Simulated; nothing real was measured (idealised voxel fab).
process module | voxel gate over fins
cross-section cut | 205 nm wide | cells 5 nm
A cross-section is a grid of square cells, given in bands from the top down. A band is one or more rows of cells.
Each band's line starts with the height of the band's top and of its bottom, in nm. Then come its materials from left to right, each with its width in nm. One material with "throughout" fills the band from edge to edge. "air" is empty space.
Height 0 is the level under which the wafer as received is all one material. The lowest band goes on downwards, as in "0 down".
A width such as "30 to 40" changes by the same amount from each row of cells to the next, from the band's top row to its bottom row.
"no change" after a step means that no cell of the cross-section changed.
closed voids: empty space of 8 cells or more with no open way to the top, each as width x height at its distance from the left edge, in nm
after a step's settings: what the simulator itself notes on the step
overlay nm, on a step with a mask: how far to the right of its planned place the mask lay; to the left if negative
plan
1 op RECEIVE | material Si
2 op CONFORMAL_DEP | material SiN | thk nm 10
3 op DIRECTIONAL_DEP | material aC | thk nm 10
4 op PATTERN | tone cover | mask id FINS | material resist | width nm 15 | pitch nm 40 | thk nm 25 | overlay nm 0
5 op DIRECTIONAL_ETCH | etch materials aC | depth nm 10
6 op STRIP | etch materials resist
7 op DIRECTIONAL_ETCH | etch materials SiN | depth nm 10
8 op DIRECTIONAL_ETCH | etch materials Si | depth nm 40
9 op STRIP | etch materials aC
10 op OXIDIZE | depth nm 5
11 op FILL_DEP | material SiO2 | thk nm 15
12 op CMP | height nm 10
13 op SELECTIVE_ETCH | etch materials SiO2 | depth nm 20
14 op STRIP | etch materials SiN
15 op CONFORMAL_DEP | material HfO2 | thk nm 5
16 op CONFORMAL_DEP | material TiN | thk nm 5
17 op FILL_DEP | material W | thk nm 10
18 op CMP | height nm 15
19 op CONFORMAL_DEP | material SiCN | thk nm 5
varied across the wafers: thk nm of step 19. The plan shows the first wafer's value. All wafers start alike
first wafer as received, after step 1
  0 down: Si throughout
  closed voids: none
each wafer at the end: cells of each material gained (+) or lost (-) since it was received, then its closed voids
thk nm 5 | +57 HfO2 | -333 Si | +41 SiCN | +259 SiO2 | +57 TiN | +83 W | closed voids: none
thk nm 10 | +57 HfO2 | -333 Si | +82 SiCN | +259 SiO2 | +57 TiN | +83 W | closed voids: none
thk nm 15 | +57 HfO2 | -333 Si | +123 SiCN | +259 SiO2 | +57 TiN | +83 W | closed voids: none
thk nm 20 | +57 HfO2 | -333 Si | +164 SiCN | +259 SiO2 | +57 TiN | +83 W | closed voids: none
